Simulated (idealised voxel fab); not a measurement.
process module | voxel transistor to metal
cross-section cut | 210 nm wide | cells 5 nm
A cross-section is a grid of square cells, given in bands from the top down. A band is one or more rows of cells.
Each band's line starts with the height of the band's top and of its bottom, in nm. Then come its materials from left to right, each with its width in nm. One material with "throughout" fills the band from edge to edge. "air" is empty space.
Height 0 is the level under which the wafer as received is all one material. The lowest band goes on downwards, as in "0 down".
A width such as "30 to 40" changes by the same amount from each row of cells to the next, from the band's top row to its bottom row.
"no change" after a step means that no cell of the cross-section changed.
closed voids: empty space of 8 cells or more with no open way to the top, each as width x height at its distance from the left edge, in nm
after a step's settings: what the simulator itself notes on the step
overlay nm, on a step with a mask: how far to the right of its planned place the mask lay; to the left if negative
Each pair below shows a cross-section before one step and the cross-section after it, down to the lowest band that changed. The line under each pair gives the step between them, with its settings. The pairs can come from different runs of this module on the same starting wafer, so a pair continues from the pair above only where its "before" says so.
before
  115 to 85: resist 65 | air 15 | resist 45 | air 15 | resist 70
  85 to 70: aC throughout
  70 to 55: lowk throughout
  55 to 50: SiCN throughout
  50 to 35: SiO2 65 | TiN 5 | Ru 15 | TiN 5 | SiO2 25 | TiN 5 | Ru 15 | TiN 5 | SiO2 70
  35 to 20: SiO2 65 | TiN 5 | Ru 15 | TiN 5 | SiN 5 | SiCN 15 | SiN 5 | TiN 5 | Ru 15 | TiN 5 | SiO2 70
  20 to 10: SiO2 65 | TiN 5 | Ru 15 | TiN 5 | SiN 5 | polySi 15 | SiN 5 | TiN 5 | Ru 15 | TiN 5 | SiO2 70
  10 to 5: SiO2 65 | TiN 5 | Ru 5 | TiN 15 | SiN 5 | polySi 15 | SiN 5 | TiN 15 | Ru 5 | TiN 5 | SiO2 70
  5 to 0: SiO2 55 | SiN 5 | SiO2 5 | TiN 15 | pSi 10 | SiN 5 | polySi 15 | SiN 5 | pSi 10 | TiN 15 | SiO2 5 | SiN 5 | SiO2 60
  0 to -5: SiO2 55 | SiN 5 | pSi 30 | SiN 5 | SiO2 15 | SiN 5 | pSi 30 | SiN 5 | SiO2 60
  -5 to -10: SiO2 60 | pSi 30 | Si 25 | pSi 30 | SiO2 65
  -10 to -30: SiO2 65 | Si 75 | SiO2 70
  -30 down: Si throughout
  closed voids: none
after
  100 to 85: resist 65 | air 15 | resist 45 | air 15 | resist 70
  85 to 70: aC 65 | air 15 | aC 45 | air 15 | aC 70
  below 70: unchanged
  closed voids: none
the step between: op DIRECTIONAL_ETCH | etch materials aC | depth nm 15
before: the cross-section after the pair above
after
  85 to 70: aC 65 | air 15 | aC 45 | air 15 | aC 70
  below 70: unchanged
  closed voids: none
the step between: op STRIP | etch materials resist
before: the cross-section after the pair above
after
  85 to 70: aC 65 | air 15 | aC 45 | air 15 | aC 70
  70 to 55: lowk 65 | air 15 | lowk 45 | air 15 | lowk 70
  below 55: unchanged
  closed voids: none
the step between: op DIRECTIONAL_ETCH | etch materials lowk | depth nm 15
before: the cross-section after the pair above
after
  85 to 70: aC 65 | air 15 | aC 45 | air 15 | aC 70
  70 to 55: lowk 65 | air 15 | lowk 45 | air 15 | lowk 70
  55 to 50: SiCN 65 | air 15 | SiCN 45 | air 15 | SiCN 70
  below 50: unchanged
  closed voids: none
the step between: op DIRECTIONAL_ETCH | etch materials SiCN | depth nm 5
before: the cross-section after the pair above
after
  70 to 55: lowk 65 | air 15 | lowk 45 | air 15 | lowk 70
  below 55: unchanged
  closed voids: none
the step between: op STRIP | etch materials aC
before: the cross-section after the pair above
after
  75 to 70: TiN 70 | air 5 | TiN 55 | air 5 | TiN 75
  70 to 55: lowk 65 | TiN 5 | air 5 | TiN 5 | lowk 45 | TiN 5 | air 5 | TiN 5 | lowk 70
  55 to 50: SiCN 65 | TiN 15 | SiCN 45 | TiN 15 | SiCN 70
  below 50: unchanged
  closed voids: none
the step between: op CONFORMAL_DEP | material TiN | thk nm 5
before: the cross-section after the pair above
after
  85 to 75: Ru throughout
  75 to 70: TiN 70 | Ru 5 | TiN 55 | Ru 5 | TiN 75
  70 to 55: lowk 65 | TiN 5 | Ru 5 | TiN 5 | lowk 45 | TiN 5 | Ru 5 | TiN 5 | lowk 70
  below 55: unchanged
  closed voids: none
the step between: op FILL_DEP | material Ru | thk nm 10
before: the cross-section after the pair above
after
  70 to 55: lowk 65 | TiN 5 | Ru 5 | TiN 5 | lowk 45 | TiN 5 | Ru 5 | TiN 5 | lowk 70
  below 55: unchanged
  closed voids: none
the step between: op CMP | height nm 70
before: the cross-section after the pair above
after
  75 to 70: SiCN throughout
  below 70: unchanged
  closed voids: none
the step between: op CONFORMAL_DEP | material SiCN | thk nm 5
before: the cross-section after the pair above
after
  110 to 75: SiO2 throughout
  below 75: unchanged
  closed voids: none
the step between: op DIRECTIONAL_DEP | material SiO2 | thk nm 35
before: the cross-section after the pair above
after
  125 to 110: aC throughout
  below 110: unchanged
  closed voids: none
the step between: op DIRECTIONAL_DEP | material aC | thk nm 15
before: the cross-section after the pair above
after
  160 to 125: resist 65 | air 15 | resist 45 | air 15 | resist 70
  below 125: unchanged
  closed voids: none
the step between: op PATTERN | tone open | mask id METAL_2 | material resist | width nm 15 | pitch nm 60 | thk nm 35 | overlay nm 0
before: the cross-section after the pair above
after
  145 to 125: resist 65 | air 15 | resist 45 | air 15 | resist 70
  125 to 110: aC 65 | air 15 | aC 45 | air 15 | aC 70
  below 110: unchanged
  closed voids: none
the step between: op DIRECTIONAL_ETCH | etch materials aC | depth nm 15
before: the cross-section after the pair above
after
  125 to 110: aC 65 | air 15 | aC 45 | air 15 | aC 70
  below 110: unchanged
  closed voids: none
the step between: op STRIP | etch materials resist
before: the cross-section after the pair above
after
  125 to 110: aC 65 | air 15 | aC 45 | air 15 | aC 70
  110 to 90: SiO2 65 | air 15 | SiO2 45 | air 15 | SiO2 70
  below 90: unchanged
  closed voids: none
the step between: op DIRECTIONAL_ETCH | etch materials SiO2 | depth nm 20
before: the cross-section after the pair above
after
  110 to 90: SiO2 65 | air 15 | SiO2 45 | air 15 | SiO2 70
  below 90: unchanged
  closed voids: none
the step between: op STRIP | etch materials aC
before: the cross-section after the pair above
after
  110 to 75: SiO2 65 | air 15 | SiO2 45 | air 15 | SiO2 70
  below 75: unchanged
  closed voids: none
the step between: op MASKED_ETCH | tone open | mask id METAL_2_HOLES | width nm 15 | pitch nm 60 | etch materials SiO2 | depth nm 15 | overlay nm 0
before: the cross-section after the pair above
after
  110 to 75: SiO2 65 | air 15 | SiO2 45 | air 15 | SiO2 70
  75 to 70: SiCN 65 | air 15 | SiCN 45 | air 15 | SiCN 70
  below 70: unchanged
  closed voids: none
the step between: op MASKED_ETCH | tone open | mask id METAL_2_HOLES | width nm 15 | pitch nm 60 | etch materials SiCN | depth nm 5 | overlay nm 0
before: the cross-section after the pair above
after
  115 to 110: TiN 70 | air 5 | TiN 55 | air 5 | TiN 75
  110 to 75: SiO2 65 | TiN 5 | air 5 | TiN 5 | SiO2 45 | TiN 5 | air 5 | TiN 5 | SiO2 70
  75 to 70: SiCN 65 | TiN 15 | SiCN 45 | TiN 15 | SiCN 70
  below 70: unchanged
  closed voids: none
the step between: op CONFORMAL_DEP | material TiN | thk nm 5
before: the cross-section after the pair above
after
  120 to 115: Cu throughout
  115 to 110: TiN 70 | Cu 5 | TiN 55 | Cu 5 | TiN 75
  110 to 75: SiO2 65 | TiN 5 | Cu 5 | TiN 5 | SiO2 45 | TiN 5 | Cu 5 | TiN 5 | SiO2 70
  below 75: unchanged
  closed voids: none
the step between: op FILL_DEP | material Cu | thk nm 5
before: the cross-section after the pair above
after
  110 to 75: SiO2 65 | TiN 5 | Cu 5 | TiN 5 | SiO2 45 | TiN 5 | Cu 5 | TiN 5 | SiO2 70
  below 75: unchanged
  closed voids: none
the step between: op CMP | height nm 110
before: the cross-section after the pair above
after
  115 to 110: SiN throughout
  below 110: unchanged
  closed voids: none
the step between: op CONFORMAL_DEP | material SiN | thk nm 5
before
  50 to 35: SiO2 throughout
  35 to 20: SiO2 85 | SiN 5 | SiO2 5 | SiCN 15 | SiO2 5 | SiN 5 | SiO2 90
  20 to 10: SiO2 85 | SiN 5 | SiO2 5 | polySi 15 | SiO2 5 | SiN 5 | SiO2 90
  10 to 5: SiO2 60 | SiN 5 | SiO2 20 | SiN 5 | SiO2 5 | polySi 15 | SiO2 5 | SiN 5 | SiO2 20 | SiN 5 | SiO2 65
  5 to 0: SiO2 60 | SiN 5 | SiO2 10 | pSi 10 | SiN 5 | SiO2 5 | polySi 15 | SiO2 5 | SiN 5 | pSi 10 | SiO2 10 | SiN 5 | SiO2 65
  0 to -5: SiO2 65 | pSi 20 | SiO2 35 | pSi 20 | SiO2 70
  -5 to -10: SiO2 65 | pSi 20 | Si 35 | pSi 20 | SiO2 70
  -10 to -30: SiO2 65 | Si 75 | SiO2 70
  -30 down: Si throughout
  closed voids: none
after
  65 to 35: SiO2 throughout
  below 35: unchanged
  closed voids: none
the step between: op DIRECTIONAL_DEP | material SiO2 | thk nm 15
before: the cross-section after the pair above
after
  80 to 65: resist 65 | air 25 | resist 25 | air 25 | resist 70
  below 65: unchanged
  closed voids: none
the step between: op PATTERN | tone open | mask id CONTACT | material resist | width nm 25 | pitch nm 50 | thk nm 15 | overlay nm 0
before: the cross-section after the pair above
after
  80 to 65: resist 65 | air 25 | resist 25 | air 25 | resist 70
  65 to 35: SiO2 65 | air 25 | SiO2 25 | air 25 | SiO2 70
  35 to 20: SiO2 65 | air 20 | SiN 5 | SiO2 5 | SiCN 15 | SiO2 5 | SiN 5 | air 20 | SiO2 70
  20 to 15: SiO2 65 | air 20 | SiN 5 | SiO2 5 | polySi 15 | SiO2 5 | SiN 5 | air 20 | SiO2 70
  below 15: unchanged
  closed voids: none
the step between: op DIRECTIONAL_ETCH | etch materials SiO2 | depth nm 50
before: the cross-section after the pair above
after
  65 to 35: SiO2 65 | air 25 | SiO2 25 | air 25 | SiO2 70
  below 35: unchanged
  closed voids: none
the step between: op STRIP | etch materials resist
before: the cross-section after the pair above
after
  70 to 65: TiN 70 | air 15 | TiN 35 | air 15 | TiN 75
  65 to 40: SiO2 65 | TiN 5 | air 15 | TiN 5 | SiO2 25 | TiN 5 | air 15 | TiN 5 | SiO2 70
  40 to 35: SiO2 65 | TiN 5 | air 10 | TiN 10 | SiO2 25 | TiN 10 | air 10 | TiN 5 | SiO2 70
  35 to 20: SiO2 65 | TiN 5 | air 10 | TiN 5 | SiN 5 | SiO2 5 | SiCN 15 | SiO2 5 | SiN 5 | TiN 5 | air 10 | TiN 5 | SiO2 70
  20 to 15: SiO2 65 | TiN 20 | SiN 5 | SiO2 5 | polySi 15 | SiO2 5 | SiN 5 | TiN 20 | SiO2 70
  below 15: unchanged
  closed voids: none
the step between: op CONFORMAL_DEP | material TiN | thk nm 5
before: the cross-section after the pair above
after
  80 to 70: Ru throughout
  70 to 65: TiN 70 | Ru 15 | TiN 35 | Ru 15 | TiN 75
  65 to 40: SiO2 65 | TiN 5 | Ru 15 | TiN 5 | SiO2 25 | TiN 5 | Ru 15 | TiN 5 | SiO2 70
  40 to 35: SiO2 65 | TiN 5 | Ru 10 | TiN 10 | SiO2 25 | TiN 10 | Ru 10 | TiN 5 | SiO2 70
  35 to 20: SiO2 65 | TiN 5 | Ru 10 | TiN 5 | SiN 5 | SiO2 5 | SiCN 15 | SiO2 5 | SiN 5 | TiN 5 | Ru 10 | TiN 5 | SiO2 70
  below 20: unchanged
  closed voids: none
the step between: op FILL_DEP | material Ru | thk nm 10
before: the cross-section after the pair above
after
  50 to 40: SiO2 65 | TiN 5 | Ru 15 | TiN 5 | SiO2 25 | TiN 5 | Ru 15 | TiN 5 | SiO2 70
  below 40: unchanged
  closed voids: none
the step between: op CMP | height nm 50
before: the cross-section after the pair above
after
  55 to 50: SiCN throughout
  below 50: unchanged
  closed voids: none
the step between: op CONFORMAL_DEP | material SiCN | thk nm 5
before: the cross-section after the pair above
after
  70 to 55: lowk throughout
  below 55: unchanged
  closed voids: none
the step between: op DIRECTIONAL_DEP | material lowk | thk nm 15
before: the cross-section after the pair above
after
  85 to 70: aC throughout
  below 70: unchanged
  closed voids: none
the step between: op DIRECTIONAL_DEP | material aC | thk nm 15
before: the cross-section after the pair above
after
  115 to 85: resist 65 | air 15 | resist 45 | air 15 | resist 70
  below 85: unchanged
  closed voids: none
the step between: op PATTERN | tone open | mask id METAL_1 | material resist | width nm 15 | pitch nm 60 | thk nm 30 | overlay nm 0
before: the cross-section after the pair above
after
  100 to 85: resist 65 | air 15 | resist 45 | air 15 | resist 70
  85 to 70: aC 65 | air 15 | aC 45 | air 15 | aC 70
  below 70: unchanged
  closed voids: none
the step between: op DIRECTIONAL_ETCH | etch materials aC | depth nm 15
before: the cross-section after the pair above
after
  85 to 70: aC 65 | air 15 | aC 45 | air 15 | aC 70
  below 70: unchanged
  closed voids: none
the step between: op STRIP | etch materials resist
before: the cross-section after the pair above
after
  85 to 70: aC 65 | air 15 | aC 45 | air 15 | aC 70
  70 to 55: lowk 65 | air 15 | lowk 45 | air 15 | lowk 70
  below 55: unchanged
  closed voids: none
the step between: op DIRECTIONAL_ETCH | etch materials lowk | depth nm 15
before: the cross-section after the pair above
after
  85 to 70: aC 65 | air 15 | aC 45 | air 15 | aC 70
  70 to 55: lowk 65 | air 15 | lowk 45 | air 15 | lowk 70
  55 to 50: SiCN 65 | air 15 | SiCN 45 | air 15 | SiCN 70
  below 50: unchanged
  closed voids: none
the step between: op DIRECTIONAL_ETCH | etch materials SiCN | depth nm 5
before: the cross-section after the pair above
after
  70 to 55: lowk 65 | air 15 | lowk 45 | air 15 | lowk 70
  below 55: unchanged
  closed voids: none
the step between: op STRIP | etch materials aC
before: the cross-section after the pair above
after
  75 to 70: TiN 70 | air 5 | TiN 55 | air 5 | TiN 75
  70 to 55: lowk 65 | TiN 5 | air 5 | TiN 5 | lowk 45 | TiN 5 | air 5 | TiN 5 | lowk 70
  55 to 50: SiCN 65 | TiN 15 | SiCN 45 | TiN 15 | SiCN 70
  below 50: unchanged
  closed voids: none
the step between: op CONFORMAL_DEP | material TiN | thk nm 5
before: the cross-section after the pair above
after
  85 to 75: Ru throughout
  75 to 70: TiN 70 | Ru 5 | TiN 55 | Ru 5 | TiN 75
  70 to 55: lowk 65 | TiN 5 | Ru 5 | TiN 5 | lowk 45 | TiN 5 | Ru 5 | TiN 5 | lowk 70
  below 55: unchanged
  closed voids: none
the step between: op FILL_DEP | material Ru | thk nm 10
before: the cross-section after the pair above
after
  70 to 55: lowk 65 | TiN 5 | Ru 5 | TiN 5 | lowk 45 | TiN 5 | Ru 5 | TiN 5 | lowk 70
  below 55: unchanged
  closed voids: none
the step between: op CMP | height nm 70
before: the cross-section after the pair above
after
  75 to 70: SiCN throughout
  below 70: unchanged
  closed voids: none
the step between: op CONFORMAL_DEP | material SiCN | thk nm 5
before: the cross-section after the pair above
after
  110 to 75: SiO2 throughout
  below 75: unchanged
  closed voids: none
the step between: op DIRECTIONAL_DEP | material SiO2 | thk nm 35
before: the cross-section after the pair above
after
  125 to 110: aC throughout
  below 110: unchanged
  closed voids: none
the step between: op DIRECTIONAL_DEP | material aC | thk nm 15
before: the cross-section after the pair above
after
  160 to 125: resist 65 | air 15 | resist 45 | air 15 | resist 70
  below 125: unchanged
  closed voids: none
the step between: op PATTERN | tone open | mask id METAL_2 | material resist | width nm 15 | pitch nm 60 | thk nm 35 | overlay nm 0
before: the cross-section after the pair above
after
  145 to 125: resist 65 | air 15 | resist 45 | air 15 | resist 70
  125 to 110: aC 65 | air 15 | aC 45 | air 15 | aC 70
  below 110: unchanged
  closed voids: none
the step between: op DIRECTIONAL_ETCH | etch materials aC | depth nm 15
before: the cross-section after the pair above
after
  125 to 110: aC 65 | air 15 | aC 45 | air 15 | aC 70
  below 110: unchanged
  closed voids: none
the step between: op STRIP | etch materials resist
before: the cross-section after the pair above
after
  125 to 110: aC 65 | air 15 | aC 45 | air 15 | aC 70
  110 to 90: SiO2 65 | air 15 | SiO2 45 | air 15 | SiO2 70
  below 90: unchanged
  closed voids: none
the step between: op DIRECTIONAL_ETCH | etch materials SiO2 | depth nm 20
before: the cross-section after the pair above
after
  110 to 90: SiO2 65 | air 15 | SiO2 45 | air 15 | SiO2 70
  below 90: unchanged
  closed voids: none
the step between: op STRIP | etch materials aC
before: the cross-section after the pair above
after
  110 to 75: SiO2 65 | air 15 | SiO2 45 | air 15 | SiO2 70
  below 75: unchanged
  closed voids: none
the step between: op MASKED_ETCH | tone open | mask id METAL_2_HOLES | width nm 15 | pitch nm 60 | etch materials SiO2 | depth nm 15 | overlay nm 0
before: the cross-section after the pair above
after
  110 to 75: SiO2 65 | air 15 | SiO2 45 | air 15 | SiO2 70
  75 to 70: SiCN 65 | air 15 | SiCN 45 | air 15 | SiCN 70
  below 70: unchanged
  closed voids: none
the step between: op MASKED_ETCH | tone open | mask id METAL_2_HOLES | width nm 15 | pitch nm 60 | etch materials SiCN | depth nm 5 | overlay nm 0
before: the cross-section after the pair above
after
  115 to 110: TiN 70 | air 5 | TiN 55 | air 5 | TiN 75
  110 to 75: SiO2 65 | TiN 5 | air 5 | TiN 5 | SiO2 45 | TiN 5 | air 5 | TiN 5 | SiO2 70
  75 to 70: SiCN 65 | TiN 15 | SiCN 45 | TiN 15 | SiCN 70
  below 70: unchanged
  closed voids: none
the step between: op CONFORMAL_DEP | material TiN | thk nm 5
before: the cross-section after the pair above
after
  120 to 115: Cu throughout
  115 to 110: TiN 70 | Cu 5 | TiN 55 | Cu 5 | TiN 75
  110 to 75: SiO2 65 | TiN 5 | Cu 5 | TiN 5 | SiO2 45 | TiN 5 | Cu 5 | TiN 5 | SiO2 70
  below 75: unchanged
  closed voids: none
the step between: op FILL_DEP | material Cu | thk nm 5
before: the cross-section after the pair above
after
  110 to 75: SiO2 65 | TiN 5 | Cu 5 | TiN 5 | SiO2 45 | TiN 5 | Cu 5 | TiN 5 | SiO2 70
  below 75: unchanged
  closed voids: none
the step between: op CMP | height nm 110
before: the cross-section after the pair above
after
  115 to 110: SiN throughout
  below 110: unchanged
  closed voids: none
the step between: op CONFORMAL_DEP | material SiN | thk nm 5
before
  50 to 40: SiO2 65 | TiN 5 | Ru 15 | TiN 5 | SiO2 25 | TiN 5 | Ru 15 | TiN 5 | SiO2 70
  40 to 35: SiO2 65 | TiN 5 | Ru 10 | TiN 10 | SiO2 25 | TiN 10 | Ru 10 | TiN 5 | SiO2 70
  35 to 20: SiO2 65 | TiN 5 | Ru 10 | TiN 5 | SiN 5 | SiO2 5 | SiCN 15 | SiO2 5 | SiN 5 | TiN 5 | Ru 10 | TiN 5 | SiO2 70
  20 to 10: SiO2 65 | TiN 5 | Ru 10 | TiN 5 | SiN 5 | SiO2 5 | polySi 15 | SiO2 5 | SiN 5 | TiN 5 | Ru 10 | TiN 5 | SiO2 70
  10 to 5: SiO2 60 | SiN 5 | TiN 20 | SiN 5 | SiO2 5 | polySi 15 | SiO2 5 | SiN 5 | TiN 20 | SiN 5 | SiO2 65
  5 to 0: SiO2 60 | SiN 5 | TiN 10 | pSi 10 | SiN 5 | SiO2 5 | polySi 15 | SiO2 5 | SiN 5 | pSi 10 | TiN 10 | SiN 5 | SiO2 65
  0 to -5: SiO2 65 | pSi 20 | SiO2 35 | pSi 20 | SiO2 70
  -5 to -10: SiO2 65 | pSi 20 | Si 35 | pSi 20 | SiO2 70
  -10 to -30: SiO2 65 | Si 75 | SiO2 70
  -30 down: Si throughout
  closed voids: none
after
  65 to 50: lowk throughout
  below 50: unchanged
  closed voids: none
the step between: op DIRECTIONAL_DEP | material lowk | thk nm 15
before: the cross-section after the pair above
after
  70 to 65: SiCN throughout
  below 65: unchanged
  closed voids: none
the step between: op CONFORMAL_DEP | material SiCN | thk nm 5
before: the cross-section after the pair above
after
  85 to 70: aC throughout
  below 70: unchanged
  closed voids: none
the step between: op DIRECTIONAL_DEP | material aC | thk nm 15
before: the cross-section after the pair above
after
  115 to 85: resist 65 | air 15 | resist 45 | air 15 | resist 70
  below 85: unchanged
  closed voids: none
the step between: op PATTERN | tone open | mask id METAL_1 | material resist | width nm 15 | pitch nm 60 | thk nm 30 | overlay nm 0
before: the cross-section after the pair above
after
  100 to 85: resist 65 | air 15 | resist 45 | air 15 | resist 70
  85 to 70: aC 65 | air 15 | aC 45 | air 15 | aC 70
  below 70: unchanged
  closed voids: none
the step between: op DIRECTIONAL_ETCH | etch materials aC | depth nm 15
before: the cross-section after the pair above
after
  85 to 70: aC 65 | air 15 | aC 45 | air 15 | aC 70
  below 70: unchanged
  closed voids: none
the step between: op STRIP | etch materials resist
before: the cross-section after the pair above
after
  85 to 70: aC 65 | air 15 | aC 45 | air 15 | aC 70
  70 to 65: SiCN 65 | air 15 | SiCN 45 | air 15 | SiCN 70
  below 65: unchanged
  closed voids: none
the step between: op DIRECTIONAL_ETCH | etch materials SiCN | depth nm 5
before: the cross-section after the pair above
after
  70 to 65: SiCN 65 | air 15 | SiCN 45 | air 15 | SiCN 70
  below 65: unchanged
  closed voids: none
the step between: op STRIP | etch materials aC
before: the cross-section after the pair above
after
  75 to 70: TiN 70 | air 5 | TiN 55 | air 5 | TiN 75
  70 to 65: SiCN 65 | TiN 15 | SiCN 45 | TiN 15 | SiCN 70
  below 65: unchanged
  closed voids: none
the step between: op CONFORMAL_DEP | material TiN | thk nm 5
before: the cross-section after the pair above
after
  85 to 75: Ru throughout
  75 to 70: TiN 70 | Ru 5 | TiN 55 | Ru 5 | TiN 75
  below 70: unchanged
  closed voids: none
the step between: op FILL_DEP | material Ru | thk nm 10
before: the cross-section after the pair above
after
  70 to 65: SiCN 65 | TiN 15 | SiCN 45 | TiN 15 | SiCN 70
  below 65: unchanged
  closed voids: none
the step between: op CMP | height nm 70
before: the cross-section after the pair above
after
  75 to 70: SiCN throughout
  below 70: unchanged
  closed voids: none
the step between: op CONFORMAL_DEP | material SiCN | thk nm 5
before: the cross-section after the pair above
after
  110 to 75: SiO2 throughout
  below 75: unchanged
  closed voids: none
the step between: op DIRECTIONAL_DEP | material SiO2 | thk nm 35
before: the cross-section after the pair above
after
  125 to 110: aC throughout
  below 110: unchanged
  closed voids: none
the step between: op DIRECTIONAL_DEP | material aC | thk nm 15
before: the cross-section after the pair above
after
  160 to 125: resist 65 | air 15 | resist 45 | air 15 | resist 70
  below 125: unchanged
  closed voids: none
the step between: op PATTERN | tone open | mask id METAL_2 | material resist | width nm 15 | pitch nm 60 | thk nm 35 | overlay nm 0
before: the cross-section after the pair above
after
  145 to 125: resist 65 | air 15 | resist 45 | air 15 | resist 70
  125 to 110: aC 65 | air 15 | aC 45 | air 15 | aC 70
  below 110: unchanged
  closed voids: none
the step between: op DIRECTIONAL_ETCH | etch materials aC | depth nm 15
before: the cross-section after the pair above
after
  125 to 110: aC 65 | air 15 | aC 45 | air 15 | aC 70
  below 110: unchanged
  closed voids: none
the step between: op STRIP | etch materials resist
before: the cross-section after the pair above
after
  125 to 110: aC 65 | air 15 | aC 45 | air 15 | aC 70
  110 to 90: SiO2 65 | air 15 | SiO2 45 | air 15 | SiO2 70
  below 90: unchanged
  closed voids: none
the step between: op DIRECTIONAL_ETCH | etch materials SiO2 | depth nm 20
before: the cross-section after the pair above
after
  110 to 90: SiO2 65 | air 15 | SiO2 45 | air 15 | SiO2 70
  below 90: unchanged
  closed voids: none
the step between: op STRIP | etch materials aC
before: the cross-section after the pair above
after
  110 to 75: SiO2 65 | air 15 | SiO2 45 | air 15 | SiO2 70
  below 75: unchanged
  closed voids: none
the step between: op MASKED_ETCH | tone open | mask id METAL_2_HOLES | width nm 15 | pitch nm 60 | etch materials SiO2 | depth nm 15 | overlay nm 0
before: the cross-section after the pair above
after
  110 to 75: SiO2 65 | air 15 | SiO2 45 | air 15 | SiO2 70
  75 to 70: SiCN 65 | air 15 | SiCN 45 | air 15 | SiCN 70
  below 70: unchanged
  closed voids: none
the step between: op MASKED_ETCH | tone open | mask id METAL_2_HOLES | width nm 15 | pitch nm 60 | etch materials SiCN | depth nm 5 | overlay nm 0
before: the cross-section after the pair above
after
  115 to 110: TiN 70 | air 5 | TiN 55 | air 5 | TiN 75
  110 to 75: SiO2 65 | TiN 5 | air 5 | TiN 5 | SiO2 45 | TiN 5 | air 5 | TiN 5 | SiO2 70
  75 to 65: SiCN 65 | TiN 15 | SiCN 45 | TiN 15 | SiCN 70
  below 65: unchanged
  closed voids: none
the step between: op CONFORMAL_DEP | material TiN | thk nm 5
before: the cross-section after the pair above
after
  120 to 115: Cu throughout
  115 to 110: TiN 70 | Cu 5 | TiN 55 | Cu 5 | TiN 75
  110 to 75: SiO2 65 | TiN 5 | Cu 5 | TiN 5 | SiO2 45 | TiN 5 | Cu 5 | TiN 5 | SiO2 70
  below 75: unchanged
  closed voids: none
the step between: op FILL_DEP | material Cu | thk nm 5
before: the cross-section after the pair above
after
  110 to 75: SiO2 65 | TiN 5 | Cu 5 | TiN 5 | SiO2 45 | TiN 5 | Cu 5 | TiN 5 | SiO2 70
  below 75: unchanged
  closed voids: none
the step between: op CMP | height nm 110
before: the cross-section after the pair above
after
  115 to 110: SiN throughout
  below 110: unchanged
  closed voids: none
the step between: op CONFORMAL_DEP | material SiN | thk nm 5
before
  55 to 50: SiCN throughout
  50 to 40: SiO2 65 | TiN 5 | Ru 15 | TiN 5 | SiO2 25 | TiN 5 | Ru 15 | TiN 5 | SiO2 70
  40 to 35: SiO2 65 | TiN 5 | Ru 10 | TiN 10 | SiO2 25 | TiN 10 | Ru 10 | TiN 5 | SiO2 70
  35 to 20: SiO2 65 | TiN 5 | Ru 10 | TiN 5 | SiN 5 | SiO2 5 | SiCN 15 | SiO2 5 | SiN 5 | TiN 5 | Ru 10 | TiN 5 | SiO2 70
  20 to 10: SiO2 65 | TiN 5 | Ru 10 | TiN 5 | SiN 5 | SiO2 5 | polySi 15 | SiO2 5 | SiN 5 | TiN 5 | Ru 10 | TiN 5 | SiO2 70
  10 to 5: SiO2 60 | SiN 5 | TiN 20 | SiN 5 | SiO2 5 | polySi 15 | SiO2 5 | SiN 5 | TiN 20 | SiN 5 | SiO2 65
  5 to 0: SiO2 60 | SiN 5 | TiN 10 | pSi 10 | SiN 5 | SiO2 5 | polySi 15 | SiO2 5 | SiN 5 | pSi 10 | TiN 10 | SiN 5 | SiO2 65
  0 to -5: SiO2 65 | pSi 20 | SiO2 35 | pSi 20 | SiO2 70
  -5 to -10: SiO2 65 | pSi 20 | Si 35 | pSi 20 | SiO2 70
  -10 to -30: SiO2 65 | Si 75 | SiO2 70
  -30 down: Si throughout
  closed voids: none
after
  60 to 55: lowk throughout
  below 55: unchanged
  closed voids: none
the step between: op DIRECTIONAL_DEP | material lowk | thk nm 5
before: the cross-section after the pair above
after
  75 to 60: aC throughout
  below 60: unchanged
  closed voids: none
the step between: op DIRECTIONAL_DEP | material aC | thk nm 15
before: the cross-section after the pair above
after
  105 to 75: resist 65 | air 15 | resist 45 | air 15 | resist 70
  below 75: unchanged
  closed voids: none
the step between: op PATTERN | tone open | mask id METAL_1 | material resist | width nm 15 | pitch nm 60 | thk nm 30 | overlay nm 0
before: the cross-section after the pair above
after
  90 to 75: resist 65 | air 15 | resist 45 | air 15 | resist 70
  75 to 60: aC 65 | air 15 | aC 45 | air 15 | aC 70
  below 60: unchanged
  closed voids: none
the step between: op DIRECTIONAL_ETCH | etch materials aC | depth nm 15
before: the cross-section after the pair above
after
  75 to 60: aC 65 | air 15 | aC 45 | air 15 | aC 70
  below 60: unchanged
  closed voids: none
the step between: op STRIP | etch materials resist
before: the cross-section after the pair above
after
  75 to 60: aC 65 | air 15 | aC 45 | air 15 | aC 70
  60 to 55: lowk 65 | air 15 | lowk 45 | air 15 | lowk 70
  below 55: unchanged
  closed voids: none
the step between: op DIRECTIONAL_ETCH | etch materials lowk | depth nm 15
before: the cross-section after the pair above
after
  75 to 60: aC 65 | air 15 | aC 45 | air 15 | aC 70
  60 to 55: lowk 65 | air 15 | lowk 45 | air 15 | lowk 70
  55 to 50: SiCN 65 | air 15 | SiCN 45 | air 15 | SiCN 70
  below 50: unchanged
  closed voids: none
the step between: op DIRECTIONAL_ETCH | etch materials SiCN | depth nm 5
before: the cross-section after the pair above
after
  60 to 55: lowk 65 | air 15 | lowk 45 | air 15 | lowk 70
  below 55: unchanged
  closed voids: none
the step between: op STRIP | etch materials aC
before: the cross-section after the pair above
after
  65 to 60: TiN 70 | air 5 | TiN 55 | air 5 | TiN 75
  60 to 55: lowk 65 | TiN 5 | air 5 | TiN 5 | lowk 45 | TiN 5 | air 5 | TiN 5 | lowk 70
  55 to 50: SiCN 65 | TiN 15 | SiCN 45 | TiN 15 | SiCN 70
  below 50: unchanged
  closed voids: none
the step between: op CONFORMAL_DEP | material TiN | thk nm 5
before: the cross-section after the pair above
after
  75 to 65: Ru throughout
  65 to 60: TiN 70 | Ru 5 | TiN 55 | Ru 5 | TiN 75
  60 to 55: lowk 65 | TiN 5 | Ru 5 | TiN 5 | lowk 45 | TiN 5 | Ru 5 | TiN 5 | lowk 70
  below 55: unchanged
  closed voids: none
the step between: op FILL_DEP | material Ru | thk nm 10
before: the cross-section after the pair above
after
  70 to 65: Ru throughout
  below 65: unchanged
  closed voids: none
the step between: op CMP | height nm 70
before: the cross-section after the pair above
after
  75 to 70: SiCN throughout
  below 70: unchanged
  closed voids: none
the step between: op CONFORMAL_DEP | material SiCN | thk nm 5
before: the cross-section after the pair above
after
  110 to 75: SiO2 throughout
  below 75: unchanged
  closed voids: none
the step between: op DIRECTIONAL_DEP | material SiO2 | thk nm 35
before: the cross-section after the pair above
after
  125 to 110: aC throughout
  below 110: unchanged
  closed voids: none
the step between: op DIRECTIONAL_DEP | material aC | thk nm 15
before: the cross-section after the pair above
after
  160 to 125: resist 65 | air 15 | resist 45 | air 15 | resist 70
  below 125: unchanged
  closed voids: none
the step between: op PATTERN | tone open | mask id METAL_2 | material resist | width nm 15 | pitch nm 60 | thk nm 35 | overlay nm 0
before: the cross-section after the pair above
after
  145 to 125: resist 65 | air 15 | resist 45 | air 15 | resist 70
  125 to 110: aC 65 | air 15 | aC 45 | air 15 | aC 70
  below 110: unchanged
  closed voids: none
the step between: op DIRECTIONAL_ETCH | etch materials aC | depth nm 15
